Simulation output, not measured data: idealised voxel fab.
Process module name: voxel capacitor over wiring
The cross-section shown here is cut; it is 300 nm wide and divided into square cells measuring 5 nm on a side.
Throughout this document, each cross-section is represented as a grid of square cells and is presented as a sequence of bands enumerated from the top downward, where a band comprises one or more rows of cells. Heights first: top, then bottom, in nm. Then materials, left to right, each with a width in nm. "edge to edge" on a single material: fills the band edge to edge. "empty": empty space. Height is counted from the level 0, under which the received wafer is composed throughout of one material. The lowest of the bands is not closed at the bottom but continues downward, in the notation "0 nm and below". Think of "30 to 40" as a width that walks from the first number to the second as you go down the band, top row to bottom row, taking equal-sized steps from row to row. "no change" -> step changed no cross-section cell. Empty spaces without an open route to the top, at least 8 cells in extent, make up the entry "Sealed void inventory"; each is given as width x height at distance, where the distance is measured from the left edge, and all are in nm. Whatever follows a step's settings on its line is a remark the simulator itself makes about that step. "overlay nm" denotes, for a step that has a mask, the displacement of the mask to the right of its planned place, with negative values corresponding to the left.
[Here's what the planned process steps look like]
1,RECEIVE,material Si
2,CONFORMAL_DEP,material SiO2,thk nm 15
3,DIRECTIONAL_DEP,material TiN,thk nm 5
4,DIRECTIONAL_DEP,material W,thk nm 25
5,PATTERN,tone cover,mask id METAL_1,material resist,width nm 20,pitch nm 85,thk nm 20,overlay nm 0
6,DIRECTIONAL_ETCH,etch materials W,depth nm 25
7,DIRECTIONAL_ETCH,etch materials TiN,depth nm 5
8,STRIP,etch materials resist
9,CONFORMAL_DEP,material SiN,thk nm 5
10,FILL_DEP,material lowk,thk nm 10
11,CMP,height nm 45
12,CONFORMAL_DEP,material SiCN,thk nm 5
13,DIRECTIONAL_DEP,material lowk,thk nm 15
14,DIRECTIONAL_DEP,material aC,thk nm 10
15,PATTERN,tone open,mask id PLUG_1,material resist,width nm 15,thk nm 30,overlay nm 0
16,DIRECTIONAL_ETCH,etch materials aC,depth nm 10
17,STRIP,etch materials resist
18,DIRECTIONAL_ETCH,etch materials lowk,depth nm 15
19,DIRECTIONAL_ETCH,etch materials SiCN,depth nm 5
20,STRIP,etch materials aC
21,EPI,material Ru,thk nm 10
22,EPI,material Ru,thk nm 10
23,DIRECTIONAL_DEP,material TiN,thk nm 5
24,DIRECTIONAL_DEP,material Al2O3,thk nm 5
25,DIRECTIONAL_DEP,material TiN,thk nm 10
26,MASKED_ETCH,tone cover,mask id UPPER_PLATE,width nm 70,etch materials TiN,depth nm 10,overlay nm 0
27,MASKED_ETCH,tone cover,mask id UPPER_PLATE,width nm 70,etch materials Al2O3,depth nm 5,overlay nm 0
28,DIRECTIONAL_DEP,material aC,thk nm 15
29,PATTERN,tone cover,mask id LOWER_PLATE,material resist,width nm 80,thk nm 30,overlay nm 0
30,DIRECTIONAL_ETCH,etch materials aC,depth nm 15
31,STRIP,etch materials resist
32,DIRECTIONAL_ETCH,etch materials TiN,depth nm 5
33,STRIP,etch materials aC
34,FILL_DEP,material SiO2,thk nm 20
35,CMP,height nm 100
36,MASKED_ETCH,tone open,mask id PLUG_2,width nm 15,etch materials SiO2,depth nm 15,overlay nm 0
37,CONFORMAL_DEP,material TiN,thk nm 5
38,FILL_DEP,material Ru,thk nm 10
39,CMP,height nm 100
40,CONFORMAL_DEP,material SiN,thk nm 5
[The first of a set of two wafers, run to plan]
[So this is the incoming wafer in cross-section - it's already been through step 1]
> 0 nm and below | Si edge to edge
> Sealed void inventory: none
[The following cross-section depicts the wafer upon completion of step 2]
> 15 nm to 0 nm | SiO2 edge to edge
> Under 0: no change, same as before.
[The following cross-section depicts the wafer upon completion of step 3]
> 20 nm to 15 nm | TiN edge to edge
> Under 15: no change, same as before.
[The following cross-section depicts the wafer upon completion of step 4]
> 45 nm to 20 nm | W edge to edge
> Under 20: no change, same as before.
[The following cross-section depicts the wafer upon completion of step 5]
> 65 nm to 45 nm | empty (95), resist (20), empty (65), resist (20), empty (100)
> Under 45: no change, same as before.
[The following cross-section depicts the wafer upon completion of step 6]
> 65 nm to 45 nm | empty (95), resist (20), empty (65), resist (20), empty (100)
> 45 nm to 20 nm | empty (95), W (20), empty (65), W (20), empty (100)
> Under 20: no change, same as before.
[The following cross-section depicts the wafer upon completion of step 7]
> 65 nm to 45 nm | empty (95), resist (20), empty (65), resist (20), empty (100)
> 45 nm to 20 nm | empty (95), W (20), empty (65), W (20), empty (100)
> 20 nm to 15 nm | empty (95), TiN (20), empty (65), TiN (20), empty (100)
> Under 15: no change, same as before.
[The following cross-section depicts the wafer upon completion of step 8]
> 45 nm to 20 nm | empty (95), W (20), empty (65), W (20), empty (100)
> Under 20: no change, same as before.
[The following cross-section depicts the wafer upon completion of step 9]
> 50 nm to 45 nm | empty (90), SiN (30), empty (55), SiN (30), empty (95)
> 45 nm to 20 nm | empty (90), SiN (5), W (20), SiN (5), empty (55), SiN (5), W (20), SiN (5), empty (95)
> 20 nm to 15 nm | SiN (95), TiN (20), SiN (65), TiN (20), SiN (100)
> Under 15: no change, same as before.
[The following cross-section depicts the wafer upon completion of step 10]
> 60 nm to 50 nm | lowk edge to edge
> 50 nm to 45 nm | lowk (90), SiN (30), lowk (55), SiN (30), lowk (95)
> 45 nm to 20 nm | lowk (90), SiN (5), W (20), SiN (5), lowk (55), SiN (5), W (20), SiN (5), lowk (95)
> Under 20: no change, same as before.
[The following cross-section depicts the wafer upon completion of step 11]
> 45 nm to 20 nm | lowk (90), SiN (5), W (20), SiN (5), lowk (55), SiN (5), W (20), SiN (5), lowk (95)
> Under 20: no change, same as before.
[The following cross-section depicts the wafer upon completion of step 12]
> 50 nm to 45 nm | SiCN edge to edge
> Under 45: no change, same as before.
[The following cross-section depicts the wafer upon completion of step 13]
> 65 nm to 50 nm | lowk edge to edge
> Under 50: no change, same as before.
[The following cross-section depicts the wafer upon completion of step 14]
> 75 nm to 65 nm | aC edge to edge
> Under 65: no change, same as before.
[The following cross-section depicts the wafer upon completion of step 15]
> 105 nm to 75 nm | resist (100), empty (15), resist (185)
> Under 75: no change, same as before.
[The following cross-section depicts the wafer upon completion of step 16]
> 95 nm to 75 nm | resist (100), empty (15), resist (185)
> 75 nm to 65 nm | aC (100), empty (15), aC (185)
> Under 65: no change, same as before.
[The following cross-section depicts the wafer upon completion of step 17]
> 75 nm to 65 nm | aC (100), empty (15), aC (185)
> Under 65: no change, same as before.
[The following cross-section depicts the wafer upon completion of step 18]
> 75 nm to 65 nm | aC (100), empty (15), aC (185)
> 65 nm to 50 nm | lowk (100), empty (15), lowk (185)
> Under 50: no change, same as before.
[The following cross-section depicts the wafer upon completion of step 19]
> 75 nm to 65 nm | aC (100), empty (15), aC (185)
> 65 nm to 50 nm | lowk (100), empty (15), lowk (185)
> 50 nm to 45 nm | SiCN (100), empty (15), SiCN (185)
> Under 45: no change, same as before.
[The following cross-section depicts the wafer upon completion of step 20]
> 65 nm to 50 nm | lowk (100), empty (15), lowk (185)
> Under 50: no change, same as before.
[The following cross-section depicts the wafer upon completion of step 21]
> 65 nm to 55 nm | lowk (100), empty (15), lowk (185)
> 55 nm to 50 nm | lowk (100), Ru (15), lowk (185)
> 50 nm to 45 nm | SiCN (100), Ru (15), SiCN (185)
> Under 45: no change, same as before.
[The following cross-section depicts the wafer upon completion of step 22]
> 65 nm to 50 nm | lowk (100), Ru (15), lowk (185)
> Under 50: no change, same as before.
[The following cross-section depicts the wafer upon completion of step 23]
> 70 nm to 65 nm | TiN edge to edge
> Under 65: no change, same as before.
[The following cross-section depicts the wafer upon completion of step 24]
> 75 nm to 70 nm | Al2O3 edge to edge
> Under 70: no change, same as before.
[The following cross-section depicts the wafer upon completion of step 25]
> 85 nm to 75 nm | TiN edge to edge
> Under 75: no change, same as before.
[The following cross-section depicts the wafer upon completion of step 26]
> 85 nm to 75 nm | empty (100), TiN (70), empty (130)
> Under 75: no change, same as before.
[The following cross-section depicts the wafer upon completion of step 27]
> 85 nm to 75 nm | empty (100), TiN (70), empty (130)
> 75 nm to 70 nm | empty (100), Al2O3 (70), empty (130)
> Under 70: no change, same as before.
[The following cross-section depicts the wafer upon completion of step 28]
> 100 nm to 85 nm | empty (100), aC (70), empty (130)
> 85 nm to 75 nm | aC (100), TiN (70), aC (130)
> 75 nm to 70 nm | aC (100), Al2O3 (70), aC (130)
> Under 70: no change, same as before.
[The following cross-section depicts the wafer upon completion of step 29]
> 130 nm to 100 nm | empty (95), resist (80), empty (125)
> 100 nm to 85 nm | empty (95), resist (5), aC (70), resist (5), empty (125)
> Under 85: no change, same as before.
[The following cross-section depicts the wafer upon completion of step 30]
> 115 nm to 100 nm | empty (95), resist (80), empty (125)
> 100 nm to 85 nm | empty (95), resist (5), aC (70), resist (5), empty (125)
> 85 nm to 75 nm | empty (95), aC (5), TiN (70), aC (5), empty (125)
> 75 nm to 70 nm | empty (95), aC (5), Al2O3 (70), aC (5), empty (125)
> Under 70: no change, same as before.
[The following cross-section depicts the wafer upon completion of step 31]
> 100 nm to 85 nm | empty (100), aC (70), empty (130)
> Under 85: no change, same as before.
[The following cross-section depicts the wafer upon completion of step 32]
> 100 nm to 85 nm | empty (100), aC (70), empty (130)
> 85 nm to 75 nm | empty (95), aC (5), TiN (70), aC (5), empty (125)
> 75 nm to 70 nm | empty (95), aC (5), Al2O3 (70), aC (5), empty (125)
> 70 nm to 65 nm | empty (95), TiN (80), empty (125)
> Under 65: no change, same as before.
[The following cross-section depicts the wafer upon completion of step 33]
> 85 nm to 75 nm | empty (100), TiN (70), empty (130)
> 75 nm to 70 nm | empty (100), Al2O3 (70), empty (130)
> Under 70: no change, same as before.
[The following cross-section depicts the wafer upon completion of step 34]
> 105 nm to 85 nm | SiO2 edge to edge
> 85 nm to 75 nm | SiO2 (100), TiN (70), SiO2 (130)
> 75 nm to 70 nm | SiO2 (100), Al2O3 (70), SiO2 (130)
> 70 nm to 65 nm | SiO2 (95), TiN (80), SiO2 (125)
> Under 65: no change, same as before.
[The following cross-section depicts the wafer upon completion of step 35]
> 100 nm to 85 nm | SiO2 edge to edge
> Under 85: no change, same as before.
[The following cross-section depicts the wafer upon completion of step 36]
> 100 nm to 85 nm | SiO2 (110), empty (15), SiO2 (175)
> Under 85: no change, same as before.
[The following cross-section depicts the wafer upon completion of step 37]
> 105 nm to 100 nm | TiN (115), empty (5), TiN (180)
> 100 nm to 90 nm | SiO2 (110), TiN (5), empty (5), TiN (5), SiO2 (175)
> 90 nm to 85 nm | SiO2 (110), TiN (15), SiO2 (175)
> Under 85: no change, same as before.
[The following cross-section depicts the wafer upon completion of step 38]
> 115 nm to 105 nm | Ru edge to edge
> 105 nm to 100 nm | TiN (115), Ru (5), TiN (180)
> 100 nm to 90 nm | SiO2 (110), TiN (5), Ru (5), TiN (5), SiO2 (175)
> Under 90: no change, same as before.
[The following cross-section depicts the wafer upon completion of step 39]
> 100 nm to 90 nm | SiO2 (110), TiN (5), Ru (5), TiN (5), SiO2 (175)
> Under 90: no change, same as before.
[The following cross-section depicts the wafer upon completion of step 40]
> 105 nm to 100 nm | SiN edge to edge
> Under 100: no change, same as before.
[Second wafer, same starting state and plan as the first, one mistake in the run, identical through step 35]
[X-section, second wafer, when step 36 was due to finish]
> 100 nm to 85 nm | empty (110), SiO2 (15), empty (175)
> Under 85: no change, same as before.
[X-section, second wafer, when step 37 was due to finish]
> 105 nm to 100 nm | empty (105), TiN (25), empty (170)
> 100 nm to 90 nm | empty (105), TiN (5), SiO2 (15), TiN (5), empty (170)
> 90 nm to 85 nm | TiN (110), SiO2 (15), TiN (175)
> Under 85: no change, same as before.
[X-section, second wafer, when step 38 was due to finish]
> 115 nm to 105 nm | Ru edge to edge
> 105 nm to 100 nm | Ru (105), TiN (25), Ru (170)
> 100 nm to 90 nm | Ru (105), TiN (5), SiO2 (15), TiN (5), Ru (170)
> Under 90: no change, same as before.
[X-section, second wafer, when step 39 was due to finish]
> 100 nm to 90 nm | Ru (105), TiN (5), SiO2 (15), TiN (5), Ru (170)
> Under 90: no change, same as before.
[X-section, second wafer, when step 40 was due to finish]
> 105 nm to 100 nm | SiN edge to edge
> Under 100: no change, same as before.
what went wrong: for step 36, the planned setting was not used; the step was instead run as MASKED_ETCH,tone cover,mask id PLUG_2,width nm 15,etch materials SiO2,depth nm 15,overlay nm 0
Heads up, by the end the second wafer has more or fewer cells of some materials compared to the first: Ru +108 | SiO2 -162 | TiN +54
